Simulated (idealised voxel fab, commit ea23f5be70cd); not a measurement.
process module | voxel self aligned vias
cross-section cut | 235 nm wide | cells 5 nm
A cross-section is a grid of square cells, given in bands from the top down. A band is one or more rows of cells.
Each band's line starts with the height of the band's top and of its bottom, in nm. Then come its materials from left to right, each with its width in nm. One material with "throughout" fills the band from edge to edge. "air" is empty space.
Height 0 is the level under which the wafer as received is all one material. The lowest band goes on downwards, as in "0 down".
A width such as "30 to 40" changes by the same amount from each row of cells to the next, from the band's top row to its bottom row.
"no change" after a step means that no cell of the cross-section changed.
closed voids: empty space of 8 cells or more with no open way to the top, each as width x height at its distance from the left edge, in nm
after a step's settings: what the simulator itself notes on the step
overlay nm, on a step with a mask: how far to the right of its planned place the mask lay; to the left if negative
plan
1 op RECEIVE | material Si
2 op CONFORMAL_DEP | material SiO2 | thk nm 10
3 op CONFORMAL_DEP | material SiCN | thk nm 5
4 op DIRECTIONAL_DEP | material lowk | thk nm 30
5 op DIRECTIONAL_DEP | material aC | thk nm 10
6 op PATTERN | tone open | mask id LINES | material resist | width nm 20 | pitch nm 45 | thk nm 25 | overlay nm 0
7 op DIRECTIONAL_ETCH | etch materials aC | depth nm 10
8 op STRIP | etch materials resist
9 op DIRECTIONAL_ETCH | etch materials lowk | depth nm 30
10 op STRIP | etch materials aC
11 op CONFORMAL_DEP | material TiN | thk nm 5
12 op FILL_DEP | material W | thk nm 5
13 op CMP | height nm 45
14 op SELECTIVE_ETCH | etch materials W Ru TiN | depth nm 10
15 op FILL_DEP | material SiN | thk nm 10
16 op CMP | height nm 45
17 op DIRECTIONAL_DEP | material lowk | thk nm 20
18 op MASKED_ETCH | tone open | mask id VIAS | width nm 30 | etch materials lowk | depth nm 20 | overlay nm 0
19 op MASKED_ETCH | tone open | mask id VIAS | width nm 30 | etch materials SiN | depth nm 10 | overlay nm 0
20 op CONFORMAL_DEP | material TiN | thk nm 5
21 op FILL_DEP | material Cu | thk nm 5
22 op CMP | height nm 65
23 op CONFORMAL_DEP | material SiCN | thk nm 5
first wafer, as planned
as received, after step 1
  0 down: Si throughout
  closed voids: none
after step 2
  10 to 0: SiO2 throughout
  below 0: unchanged
after step 3
  15 to 10: SiCN throughout
  below 10: unchanged
after step 4
  45 to 15: lowk throughout
  below 15: unchanged
after step 5
  55 to 45: aC throughout
  below 45: unchanged
after step 6
  80 to 55: resist 85 | air 20 | resist 25 | air 20 | resist 85
  below 55: unchanged
after step 7
  70 to 55: resist 85 | air 20 | resist 25 | air 20 | resist 85
  55 to 45: aC 85 | air 20 | aC 25 | air 20 | aC 85
  below 45: unchanged
after step 8
  55 to 45: aC 85 | air 20 | aC 25 | air 20 | aC 85
  below 45: unchanged
after step 9
  55 to 45: aC 85 | air 20 | aC 25 | air 20 | aC 85
  45 to 15: lowk 85 | air 20 | lowk 25 | air 20 | lowk 85
  below 15: unchanged
after step 10
  45 to 15: lowk 85 | air 20 | lowk 25 | air 20 | lowk 85
  below 15: unchanged
after step 11
  50 to 45: TiN 90 | air 10 | TiN 35 | air 10 | TiN 90
  45 to 20: lowk 85 | TiN 5 | air 10 | TiN 5 | lowk 25 | TiN 5 | air 10 | TiN 5 | lowk 85
  20 to 15: lowk 85 | TiN 20 | lowk 25 | TiN 20 | lowk 85
  below 15: unchanged
after step 12
  55 to 50: W throughout
  50 to 45: TiN 90 | W 10 | TiN 35 | W 10 | TiN 90
  45 to 20: lowk 85 | TiN 5 | W 10 | TiN 5 | lowk 25 | TiN 5 | W 10 | TiN 5 | lowk 85
  below 20: unchanged
after step 13
  45 to 20: lowk 85 | TiN 5 | W 10 | TiN 5 | lowk 25 | TiN 5 | W 10 | TiN 5 | lowk 85
  below 20: unchanged
after step 14
  45 to 35: lowk 85 | air 20 | lowk 25 | air 20 | lowk 85
  below 35: unchanged
after step 15
  55 to 45: SiN throughout
  45 to 35: lowk 85 | SiN 20 | lowk 25 | SiN 20 | lowk 85
  below 35: unchanged
after step 16
  45 to 35: lowk 85 | SiN 20 | lowk 25 | SiN 20 | lowk 85
  below 35: unchanged
after step 17
  65 to 45: lowk throughout
  below 45: unchanged
after step 18
  65 to 45: lowk 80 | air 30 | lowk 125
  below 45: unchanged
after step 19
  65 to 45: lowk 80 | air 30 | lowk 125
  45 to 35: lowk 85 | air 20 | lowk 25 | SiN 20 | lowk 85
  below 35: unchanged
after step 20
  70 to 65: TiN 85 | air 20 | TiN 130
  65 to 50: lowk 80 | TiN 5 | air 20 | TiN 5 | lowk 125
  50 to 45: lowk 80 | TiN 10 | air 10 | TiN 10 | lowk 125
  45 to 40: lowk 85 | TiN 5 | air 10 | TiN 5 | lowk 25 | SiN 20 | lowk 85
  40 to 35: lowk 85 | TiN 20 | lowk 25 | SiN 20 | lowk 85
  below 35: unchanged
after step 21
  75 to 70: Cu throughout
  70 to 65: TiN 85 | Cu 20 | TiN 130
  65 to 50: lowk 80 | TiN 5 | Cu 20 | TiN 5 | lowk 125
  50 to 45: lowk 80 | TiN 10 | Cu 10 | TiN 10 | lowk 125
  45 to 40: lowk 85 | TiN 5 | Cu 10 | TiN 5 | lowk 25 | SiN 20 | lowk 85
  below 40: unchanged
after step 22
  65 to 50: lowk 80 | TiN 5 | Cu 20 | TiN 5 | lowk 125
  below 50: unchanged
after step 23
  70 to 65: SiCN throughout
  below 65: unchanged
second wafer: like start, like plan, one mistake. Through step 17 it matches the first wafer
when step 18 should have ended
  65 to 45: lowk 85 | air 25 | lowk 125
  below 45: unchanged
when step 19 should have ended
  65 to 45: lowk 85 | air 25 | lowk 125
  45 to 35: lowk 85 | air 20 | lowk 25 | SiN 20 | lowk 85
  below 35: unchanged
when step 20 should have ended
  70 to 65: TiN 90 | air 15 | TiN 130
  65 to 50: lowk 85 | TiN 5 | air 15 | TiN 5 | lowk 125
  50 to 45: lowk 85 | TiN 5 | air 10 | TiN 10 | lowk 125
  45 to 40: lowk 85 | TiN 5 | air 10 | TiN 5 | lowk 25 | SiN 20 | lowk 85
  40 to 35: lowk 85 | TiN 20 | lowk 25 | SiN 20 | lowk 85
  below 35: unchanged
when step 21 should have ended
  75 to 70: Cu throughout
  70 to 65: TiN 90 | Cu 15 | TiN 130
  65 to 50: lowk 85 | TiN 5 | Cu 15 | TiN 5 | lowk 125
  50 to 45: lowk 85 | TiN 5 | Cu 10 | TiN 10 | lowk 125
  45 to 40: lowk 85 | TiN 5 | Cu 10 | TiN 5 | lowk 25 | SiN 20 | lowk 85
  below 40: unchanged
when step 22 should have ended
  65 to 50: lowk 85 | TiN 5 | Cu 15 | TiN 5 | lowk 125
  below 50: unchanged
when step 23 should have ended
  70 to 65: SiCN throughout
  below 65: unchanged
what went wrong: step 18 ran as: op MASKED_ETCH | tone open | mask id VIAS | width nm 25 | etch materials lowk | depth nm 20 | overlay nm 0
at the end the second wafer has, in cells: 3 fewer of Cu | 1 fewer of TiN | 4 more of lowk
